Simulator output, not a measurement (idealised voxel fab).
This section sets out a process module, namely voxel gate over fins.
Square cell edge 5 nm, section width 270 nm, ID cut.
Bands, listed from the top down, are how a cross-section gets written in this document; the cross-section itself is a grid of square cells, and a band is one or more rows of them.
Band entry format. Leading values: height of top, height of bottom, nm. Remainder: materials in left-to-right order, each with its width in nm. Special words: "full width" on a single material, which then fills the band edge to edge; "air", empty space.
The reference from which all heights are counted is 0, the level beneath which the as-received wafer is entirely one material; the lowest band, having no lower bound, proceeds downward and is written after the example "from 0 down".
Top row gets the first number, bottom row gets the second, and each row in between changes by the same step: that is how a band width like "30->40" works.
The cross-section has no changed cell in any step marked "no change occurred".
Each empty space that has no open way to the top and spans at least 8 cells appears under "Enclosed void inventory" as width x height at distance, the distance counted from the left edge, all in nm.
Heads up: the bit after the settings on a step's line is the simulator's remark on that step.
Each step line may optionally specify "overlay nm", which for a step with a mask gives the rightward distance between the mask's planned place and where it lay, a negative value indicating the leftward direction.
[Steps in the process plan]
1) RECEIVE, material Si
2) CONFORMAL_DEP, material SiN, thk nm 10
3) PATTERN, tone cover, mask id FINS, material resist, width nm 15, pitch nm 40, thk nm 20, overlay nm 0
4) DIRECTIONAL_ETCH, etch materials SiN, depth nm 10
5) DIRECTIONAL_ETCH, etch materials Si, depth nm 35
6) STRIP, etch materials resist
7) FILL_DEP, material SiO2, thk nm 15
8) CMP, height nm 10
9) SELECTIVE_ETCH, etch materials SiO2, depth nm 20
10) STRIP, etch materials SiN
11) CONFORMAL_DEP, material HfO2, thk nm 5
12) CONFORMAL_DEP, material TiN, thk nm 5
13) CONFORMAL_DEP, material TiAl, thk nm 5
14) CONFORMAL_DEP, material TiN, thk nm 5
15) FILL_DEP, material W, thk nm 10
16) CMP, height nm 25
17) CONFORMAL_DEP, material SiCN, thk nm 10
[The first of the two wafers, which ran as planned]
[as received, after step 1]
  from 0 down | Si full width
  Enclosed void inventory: none
[Cross-section of the wafer after step 2]
  from 10 to 0 | SiN full width
  Nothing below the height 0 has changed.
[Cross-section of the wafer after step 3]
  from 30 to 10 | air: 85, resist: 15, air: 25, resist: 15, air: 25, resist: 15, air: 90
  Nothing below the height 10 has changed.
[Cross-section of the wafer after step 4]
  from 30 to 10 | air: 85, resist: 15, air: 25, resist: 15, air: 25, resist: 15, air: 90
  from 10 to 0 | air: 85, SiN: 15, air: 25, SiN: 15, air: 25, SiN: 15, air: 90
  Nothing below the height 0 has changed.
[Cross-section of the wafer after step 5]
  from 30 to 10 | air: 85, resist: 15, air: 25, resist: 15, air: 25, resist: 15, air: 90
  from 10 to 0 | air: 85, SiN: 15, air: 25, SiN: 15, air: 25, SiN: 15, air: 90
  from 0 to -35 | air: 85, Si: 15, air: 25, Si: 15, air: 25, Si: 15, air: 90
  Nothing below the height -35 has changed.
[Cross-section of the wafer after step 6]
  from 10 to 0 | air: 85, SiN: 15, air: 25, SiN: 15, air: 25, SiN: 15, air: 90
  Nothing below the height 0 has changed.
[Cross-section of the wafer after step 7]
  from 25 to 10 | SiO2 full width
  from 10 to 0 | SiO2: 85, SiN: 15, SiO2: 25, SiN: 15, SiO2: 25, SiN: 15, SiO2: 90
  from 0 to -35 | SiO2: 85, Si: 15, SiO2: 25, Si: 15, SiO2: 25, Si: 15, SiO2: 90
  Nothing below the height -35 has changed.
[Cross-section of the wafer after step 8]
  from 10 to 0 | SiO2: 85, SiN: 15, SiO2: 25, SiN: 15, SiO2: 25, SiN: 15, SiO2: 90
  Nothing below the height 0 has changed.
[Cross-section of the wafer after step 9]
  from 10 to 0 | air: 85, SiN: 15, air: 25, SiN: 15, air: 25, SiN: 15, air: 90
  from 0 to -10 | air: 85, Si: 15, air: 25, Si: 15, air: 25, Si: 15, air: 90
  Nothing below the height -10 has changed.
[Cross-section of the wafer after step 10]
  from 0 to -10 | air: 85, Si: 15, air: 25, Si: 15, air: 25, Si: 15, air: 90
  Nothing below the height -10 has changed.
[Cross-section of the wafer after step 11]
  from 5 to 0 | air: 80, HfO2: 25, air: 15, HfO2: 25, air: 15, HfO2: 25, air: 85
  from 0 to -5 | air: 80, HfO2: 5, Si: 15, HfO2: 5, air: 15, HfO2: 5, Si: 15, HfO2: 5, air: 15, HfO2: 5, Si: 15, HfO2: 5, air: 85
  from -5 to -10 | HfO2: 85, Si: 15, HfO2: 25, Si: 15, HfO2: 25, Si: 15, HfO2: 90
  Nothing below the height -10 has changed.
[Cross-section of the wafer after step 12]
  from 10 to 5 | air: 75, TiN: 35, air: 5, TiN: 35, air: 5, TiN: 35, air: 80
  from 5 to 0 | air: 75, TiN: 5, HfO2: 25, TiN: 5, air: 5, TiN: 5, HfO2: 25, TiN: 5, air: 5, TiN: 5, HfO2: 25, TiN: 5, air: 80
  from 0 to -5 | TiN: 80, HfO2: 5, Si: 15, HfO2: 5, TiN: 15, HfO2: 5, Si: 15, HfO2: 5, TiN: 15, HfO2: 5, Si: 15, HfO2: 5, TiN: 85
  Nothing below the height -5 has changed.
[Cross-section of the wafer after step 13]
  from 15 to 10 | air: 70, TiAl: 125, air: 75
  from 10 to 5 | air: 70, TiAl: 5, TiN: 35, TiAl: 5, TiN: 35, TiAl: 5, TiN: 35, TiAl: 5, air: 75
  from 5 to 0 | TiAl: 75, TiN: 5, HfO2: 25, TiN: 5, TiAl: 5, TiN: 5, HfO2: 25, TiN: 5, TiAl: 5, TiN: 5, HfO2: 25, TiN: 5, TiAl: 80
  Nothing below the height 0 has changed.
[Cross-section of the wafer after step 14]
  from 20 to 15 | air: 65, TiN: 135, air: 70
  from 15 to 10 | air: 65, TiN: 5, TiAl: 125, TiN: 5, air: 70
  from 10 to 5 | TiN: 70, TiAl: 5, TiN: 35, TiAl: 5, TiN: 35, TiAl: 5, TiN: 35, TiAl: 5, TiN: 75
  Nothing below the height 5 has changed.
[Cross-section of the wafer after step 15]
  from 30 to 20 | W full width
  from 20 to 15 | W: 65, TiN: 135, W: 70
  from 15 to 10 | W: 65, TiN: 5, TiAl: 125, TiN: 5, W: 70
  Nothing below the height 10 has changed.
[Cross-section of the wafer after step 16]
  from 25 to 20 | W full width
  Nothing below the height 20 has changed.
[Cross-section of the wafer after step 17]
  from 35 to 25 | SiCN full width
  Nothing below the height 25 has changed.
[Now the other wafer: same start, same recipe, but we messed up one thing when running it. Up to and including step 8 it's the same as the first one]
[Second wafer, cross-section, planned end of step 9]
  from 10 to 0 | SiO2: 85, air: 15, SiO2: 25, air: 15, SiO2: 25, air: 15, SiO2: 90
  Nothing below the height 0 has changed.
[Second wafer, cross-section, planned end of step 10]
  from 0 to -10 | air: 85, Si: 15, air: 25, Si: 15, air: 25, Si: 15, air: 90
  from -10 to -20 | SiO2: 65, air: 20, Si: 15, air: 25, Si: 15, air: 25, Si: 15, air: 20, SiO2: 70
  Nothing below the height -20 has changed.
[Second wafer, cross-section, planned end of step 11]
  from 5 to 0 | air: 80, HfO2: 25, air: 15, HfO2: 25, air: 15, HfO2: 25, air: 85
  from 0 to -5 | air: 80, HfO2: 5, Si: 15, HfO2: 5, air: 15, HfO2: 5, Si: 15, HfO2: 5, air: 15, HfO2: 5, Si: 15, HfO2: 5, air: 85
  from -5 to -10 | HfO2: 70, air: 10, HfO2: 5, Si: 15, HfO2: 5, air: 15, HfO2: 5, Si: 15, HfO2: 5, air: 15, HfO2: 5, Si: 15, HfO2: 5, air: 10, HfO2: 75
  from -10 to -15 | SiO2: 65, HfO2: 5, air: 10, HfO2: 5, Si: 15, HfO2: 5, air: 15, HfO2: 5, Si: 15, HfO2: 5, air: 15, HfO2: 5, Si: 15, HfO2: 5, air: 10, HfO2: 5, SiO2: 70
  from -15 to -20 | SiO2: 65, HfO2: 20, Si: 15, HfO2: 25, Si: 15, HfO2: 25, Si: 15, HfO2: 20, SiO2: 70
  Nothing below the height -20 has changed.
[Second wafer, cross-section, planned end of step 12]
  from 10 to 5 | air: 75, TiN: 35, air: 5, TiN: 35, air: 5, TiN: 35, air: 80
  from 5 to 0 | air: 75, TiN: 5, HfO2: 25, TiN: 5, air: 5, TiN: 5, HfO2: 25, TiN: 5, air: 5, TiN: 5, HfO2: 25, TiN: 5, air: 80
  from 0 to -5 | TiN: 80, HfO2: 5, Si: 15, HfO2: 5, TiN: 5, air: 5, TiN: 5, HfO2: 5, Si: 15, HfO2: 5, TiN: 5, air: 5, TiN: 5, HfO2: 5, Si: 15, HfO2: 5, TiN: 85
  from -5 to -10 | HfO2: 70, TiN: 10, HfO2: 5, Si: 15, HfO2: 5, TiN: 5, air: 5, TiN: 5, HfO2: 5, Si: 15, HfO2: 5, TiN: 5, air: 5, TiN: 5, HfO2: 5, Si: 15, HfO2: 5, TiN: 10, HfO2: 75
  from -10 to -15 | SiO2: 65, HfO2: 5, TiN: 10, HfO2: 5, Si: 15, HfO2: 5, TiN: 15, HfO2: 5, Si: 15, HfO2: 5, TiN: 15, HfO2: 5, Si: 15, HfO2: 5, TiN: 10, HfO2: 5, SiO2: 70
  Nothing below the height -15 has changed.
[Second wafer, cross-section, planned end of step 13]
  from 15 to 10 | air: 70, TiAl: 125, air: 75
  from 10 to 5 | air: 70, TiAl: 5, TiN: 35, TiAl: 5, TiN: 35, TiAl: 5, TiN: 35, TiAl: 5, air: 75
  from 5 to 0 | TiAl: 75, TiN: 5, HfO2: 25, TiN: 5, TiAl: 5, TiN: 5, HfO2: 25, TiN: 5, TiAl: 5, TiN: 5, HfO2: 25, TiN: 5, TiAl: 80
  from 0 to -5 | TiN: 80, HfO2: 5, Si: 15, HfO2: 5, TiN: 5, TiAl: 5, TiN: 5, HfO2: 5, Si: 15, HfO2: 5, TiN: 5, TiAl: 5, TiN: 5, HfO2: 5, Si: 15, HfO2: 5, TiN: 85
  from -5 to -10 | HfO2: 70, TiN: 10, HfO2: 5, Si: 15, HfO2: 5, TiN: 5, TiAl: 5, TiN: 5, HfO2: 5, Si: 15, HfO2: 5, TiN: 5, TiAl: 5, TiN: 5, HfO2: 5, Si: 15, HfO2: 5, TiN: 10, HfO2: 75
  Nothing below the height -10 has changed.
[Second wafer, cross-section, planned end of step 14]
  from 20 to 15 | air: 65, TiN: 135, air: 70
  from 15 to 10 | air: 65, TiN: 5, TiAl: 125, TiN: 5, air: 70
  from 10 to 5 | TiN: 70, TiAl: 5, TiN: 35, TiAl: 5, TiN: 35, TiAl: 5, TiN: 35, TiAl: 5, TiN: 75
  Nothing below the height 5 has changed.
[Second wafer, cross-section, planned end of step 15]
  from 30 to 20 | W full width
  from 20 to 15 | W: 65, TiN: 135, W: 70
  from 15 to 10 | W: 65, TiN: 5, TiAl: 125, TiN: 5, W: 70
  Nothing below the height 10 has changed.
[Second wafer, cross-section, planned end of step 16]
  from 25 to 20 | W full width
  Nothing below the height 20 has changed.
[Second wafer, cross-section, planned end of step 17]
  from 35 to 25 | SiCN full width
  Nothing below the height 25 has changed.
Where did the run depart from the plan? steps 9 and 10 swapped
It is noted that, at the conclusion of processing, the second wafer exhibits a higher or lower cell count for certain materials relative to the first: HfO2 +16, SiO2 -36, TiAl +4, TiN +16
